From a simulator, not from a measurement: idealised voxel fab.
The process module presented herein is designated voxel capacitor over wiring.
Square cell edge 5 nm, section width 215 nm, ID cut.
Reading order for cross-sections: top band down to bottom band. Underlying form: a grid of square cells. Band size: one or more rows of cells. Top, bottom (nm), then materials left to right with widths (nm); lone material tagged "throughout" fills the whole band edge to edge; "air" = empty space. Heights are expressed relative to 0, this being the level below which the as-received wafer comprises one material exclusively. The lowest band is unbounded in the downward direction and is denoted as in "top 0, no bottom". Width: "30 to 40" (first number = top row, second number = bottom row, same change from row to row of cells). "remains unaltered" -> step changed no cross-section cell. Reported under the label "Enclosed void inventory" are the empty spaces having no open way to the top and comprising 8 cells or more; the notation for each is width x height at distance, in which the distance is measured from the left edge and all three values are in nm. Anything after a step's settings on that line? It's the simulator's own note about the step. For masked steps, "overlay nm" on the step line gives how far right of plan the mask actually lay; a minus sign means it lay to the left.
### Process steps - plan
1) RECEIVE,material Si
2) CONFORMAL_DEP,material SiO2,thk nm 15
3) CONFORMAL_DEP,material SiCN,thk nm 5
4) DIRECTIONAL_DEP,material SiO2,thk nm 20
5) MASKED_ETCH,tone open,mask id METAL_1,width nm 30,pitch nm 80,etch materials SiO2,depth nm 20,overlay nm 0
6) MASKED_ETCH,tone open,mask id METAL_1,width nm 30,pitch nm 80,etch materials SiCN,depth nm 5,overlay nm 0
7) CONFORMAL_DEP,material TiN,thk nm 5
8) FILL_DEP,material Cu,thk nm 10
9) CMP,height nm 40
10) CONFORMAL_DEP,material SiCN,thk nm 5
11) DIRECTIONAL_DEP,material lowk,thk nm 15
12) MASKED_ETCH,tone open,mask id PLUG_1,width nm 15,etch materials lowk,depth nm 15,overlay nm 0
13) MASKED_ETCH,tone open,mask id PLUG_1,width nm 15,etch materials SiCN,depth nm 5,overlay nm 0
14) CONFORMAL_DEP,material TiN,thk nm 5
15) FILL_DEP,material W,thk nm 10
16) CMP,height nm 60
17) DIRECTIONAL_DEP,material TiN,thk nm 10
18) DIRECTIONAL_DEP,material HfO2,thk nm 5
19) DIRECTIONAL_DEP,material TiN,thk nm 5
20) MASKED_ETCH,tone cover,mask id UPPER_PLATE,width nm 55,etch materials TiN,depth nm 5,overlay nm 0
21) MASKED_ETCH,tone cover,mask id UPPER_PLATE,width nm 55,etch materials HfO2,depth nm 5,overlay nm 0
22) MASKED_ETCH,tone cover,mask id LOWER_PLATE,width nm 65,etch materials TiN,depth nm 10,overlay nm 0
23) FILL_DEP,material SiO2,thk nm 20
24) CMP,height nm 95
25) MASKED_ETCH,tone open,mask id PLUG_2,width nm 15,etch materials SiO2,depth nm 15,overlay nm 0
26) CONFORMAL_DEP,material TiN,thk nm 5
27) FILL_DEP,material Cu,thk nm 10
28) CMP,height nm 95
29) CONFORMAL_DEP,material SiCN,thk nm 5
### Incoming wafer in cross-section (state: after step 1)
* top 0, no bottom = Si throughout
* Enclosed void inventory: none
### Figure: cross-sectional view of the wafer upon completion of the module, processed from the initial state and according to the plan depicted above, with one error introduced during execution
* top 100, bottom 95 = SiCN throughout
* top 95, bottom 85 = 75 nm SiO2 / 5 nm TiN / 5 nm Cu / 5 nm TiN / 125 nm SiO2
* top 85, bottom 75 = 75 to 65 nm SiO2 / 15 to 55 nm TiN / 125 to 95 nm SiO2
* top 75, bottom 70 = 65 nm SiO2 / 55 nm HfO2 / 95 nm SiO2
* top 70, bottom 60 = 55 nm SiO2 / 75 nm TiN / 85 nm SiO2
* top 60, bottom 45 = 65 nm lowk / 5 nm TiN / 5 nm W / 5 nm TiN / 135 nm lowk
* top 45, bottom 40 = 65 nm SiCN / 15 nm TiN / 135 nm SiCN
* top 40, bottom 20 = 50 nm SiO2 / 5 nm TiN / 20 nm Cu / 5 nm TiN / 50 nm SiO2 / 5 nm TiN / 20 nm Cu / 5 nm TiN / 55 nm SiO2
* top 20, bottom 15 = 50 nm SiCN / 30 nm TiN / 50 nm SiCN / 30 nm TiN / 55 nm SiCN
* top 15, bottom 0 = SiO2 throughout
* top 0, no bottom = Si throughout
* Enclosed void inventory: none
Short version of what went wrong: note that step 22 departed from the planned setting and was carried out as MASKED_ETCH,tone cover,mask id LOWER_PLATE,width nm 75,etch materials TiN,depth nm 10,overlay nm 0
